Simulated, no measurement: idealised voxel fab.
The name of this process module is voxel released beams.
Section cut is 295 nm wide and gridded with 5 nm square cells.
Square cells in a grid make up a cross-section in this document, and the grid is given as bands, listed from the top down, each one or more rows of cells. Each band's line starts with the height of the band's top and of its bottom, in nm. Then come its materials from left to right, each with its width in nm. One material with "all across" fills the band from edge to edge. "blank" is empty space. Beneath 0, the wafer as received is one material, and that level is where height counting begins. The lowest band goes on downward without a bottom; it is written like "0 nm and below". A two-number width, for instance "30->40", indicates that the width is equal to the first number in the top row of the band and to the second number in the bottom row, and that it changes by a constant amount per row of cells. Step marked "no modification"? Then no cell in the cross-section changed in it. Closed empty spaces (no open way to the top) of 8 cells or more are what "Encapsulated voids" lists, each as width x height at distance from the left edge, nm for all three. Past the settings on a step's line: simulator remark, on that step. Each step line may optionally specify "overlay nm", which for a step with a mask gives the rightward distance between the mask's planned place and where it lay, a negative value indicating the leftward direction.

# Intended process steps
1: RECEIVE | material Si
2: CONFORMAL_DEP | material SiN | thk nm 5
3: DIRECTIONAL_DEP | material SiO2 | thk nm 10
4: PATTERN | tone open | mask id ANCHOR | material resist | width nm 40 | thk nm 20 | overlay nm 0
5: DIRECTIONAL_ETCH | etch materials SiO2 | depth nm 10
6: STRIP | etch materials resist
7: CONFORMAL_DEP | material TiN | thk nm 15
8: DIRECTIONAL_DEP | material aC | thk nm 10
9: PATTERN | tone cover | mask id BEAM | material resist | width nm 120 | thk nm 25 | overlay nm 0
10: DIRECTIONAL_ETCH | etch materials aC | depth nm 10
11: STRIP | etch materials resist
12: DIRECTIONAL_ETCH | etch materials TiN | depth nm 15
13: STRIP | etch materials aC
14: STRIP | etch materials SiO2

# Concerning the first of two wafers, which was run in accordance with the plan

# As received (post step 1): cross-section
- 0 nm and below | Si all across
- Encapsulated voids: none

# The wafer, seen in cross-section, after step 2
- 5 nm to 0 nm | SiN all across
- Everything under 0 stays put, no change at all.

# The wafer, seen in cross-section, after step 3
- 15 nm to 5 nm | SiO2 all across
- Everything under 5 stays put, no change at all.

# The wafer, seen in cross-section, after step 4
- 35 nm to 15 nm | resist=90  blank=40  resist=165
- Everything under 15 stays put, no change at all.

# The wafer, seen in cross-section, after step 5
- 35 nm to 15 nm | resist=90  blank=40  resist=165
- 15 nm to 5 nm | SiO2=90  blank=40  SiO2=165
- Everything under 5 stays put, no change at all.

# The wafer, seen in cross-section, after step 6
- 15 nm to 5 nm | SiO2=90  blank=40  SiO2=165
- Everything under 5 stays put, no change at all.

# The wafer, seen in cross-section, after step 7
- 30 nm to 20 nm | TiN=105  blank=10  TiN=180
- 20 nm to 15 nm | TiN all across
- 15 nm to 5 nm | SiO2=90  TiN=40  SiO2=165
- Everything under 5 stays put, no change at all.

# The wafer, seen in cross-section, after step 8
- 40 nm to 30 nm | aC=105  blank=10  aC=180
- 30 nm to 20 nm | TiN=105  aC=10  TiN=180
- Everything under 20 stays put, no change at all.

# The wafer, seen in cross-section, after step 9
- 65 nm to 40 nm | blank=85  resist=120  blank=90
- 40 nm to 30 nm | aC=105  resist=10  aC=180
- Everything under 30 stays put, no change at all.

# The wafer, seen in cross-section, after step 10
- 55 nm to 40 nm | blank=85  resist=120  blank=90
- 40 nm to 30 nm | blank=85  aC=20  resist=10  aC=90  blank=90
- Everything under 30 stays put, no change at all.

# The wafer, seen in cross-section, after step 11
- 40 nm to 30 nm | blank=85  aC=20  blank=10  aC=90  blank=90
- Everything under 30 stays put, no change at all.

# The wafer, seen in cross-section, after step 12
- 40 nm to 30 nm | blank=85  aC=20  blank=10  aC=90  blank=90
- 30 nm to 20 nm | blank=85  TiN=20  aC=10  TiN=90  blank=90
- 20 nm to 15 nm | blank=85  TiN=120  blank=90
- Everything under 15 stays put, no change at all.

# The wafer, seen in cross-section, after step 13
- 30 nm to 20 nm | blank=85  TiN=20  blank=10  TiN=90  blank=90
- Everything under 20 stays put, no change at all.

# The wafer, seen in cross-section, after step 14
- 30 nm to 20 nm | blank=85  TiN=20  blank=10  TiN=90  blank=90
- 20 nm to 15 nm | blank=85  TiN=120  blank=90
- 15 nm to 5 nm | blank=90  TiN=40  blank=165
- Everything under 5 stays put, no change at all.

# Regarding the second of the two wafers: it shared the first wafer's starting condition and process plan, yet one error occurred during its execution. Its history coincides with that of the first wafer up to and including step 3

# The second wafer in cross-section, at the planned close of step 4
- 35 nm to 15 nm | blank=90  resist=40  blank=165
- Everything under 15 stays put, no change at all.

# The second wafer in cross-section, at the planned close of step 5
- 35 nm to 15 nm | blank=90  resist=40  blank=165
- 15 nm to 5 nm | blank=90  SiO2=40  blank=165
- Everything under 5 stays put, no change at all.

# The second wafer in cross-section, at the planned close of step 6
- 15 nm to 5 nm | blank=90  SiO2=40  blank=165
- Everything under 5 stays put, no change at all.

# The second wafer in cross-section, at the planned close of step 7
- 30 nm to 20 nm | blank=75  TiN=70  blank=150
- 20 nm to 15 nm | TiN all across
- 15 nm to 5 nm | TiN=90  SiO2=40  TiN=165
- Everything under 5 stays put, no change at all.

# The second wafer in cross-section, at the planned close of step 8
- 40 nm to 30 nm | blank=75  aC=70  blank=150
- 30 nm to 20 nm | aC=75  TiN=70  aC=150
- Everything under 20 stays put, no change at all.

# The second wafer in cross-section, at the planned close of step 9
- 65 nm to 40 nm | blank=85  resist=120  blank=90
- 40 nm to 30 nm | blank=75  aC=70  resist=60  blank=90
- Everything under 30 stays put, no change at all.

# The second wafer in cross-section, at the planned close of step 10
- 55 nm to 40 nm | blank=85  resist=120  blank=90
- 40 nm to 30 nm | blank=85  aC=60  resist=60  blank=90
- 30 nm to 20 nm | blank=75  TiN=70  aC=60  blank=90
- Everything under 20 stays put, no change at all.

# The second wafer in cross-section, at the planned close of step 11
- 40 nm to 30 nm | blank=85  aC=60  blank=150
- Everything under 30 stays put, no change at all.

# The second wafer in cross-section, at the planned close of step 12
- 40 nm to 30 nm | blank=85  aC=60  blank=150
- 30 nm to 20 nm | blank=85  TiN=60  aC=60  blank=90
- 20 nm to 15 nm | blank=85  TiN=120  blank=90
- 15 nm to 5 nm | blank=75  TiN=15  SiO2=40  TiN=75  blank=90
- Everything under 5 stays put, no change at all.

# The second wafer in cross-section, at the planned close of step 13
- 30 nm to 20 nm | blank=85  TiN=60  blank=150
- Everything under 20 stays put, no change at all.

The second wafer in cross-section, at the planned close of step 14: no modification
Diagnosis: step 4 changed vs plan, executed as PATTERN | tone cover | mask id ANCHOR | material resist | width nm 40 | thk nm 20 | overlay nm 0
The final cell counts differ between the wafers, with the second having more or fewer of some materials than the first: 16 more of SiO2
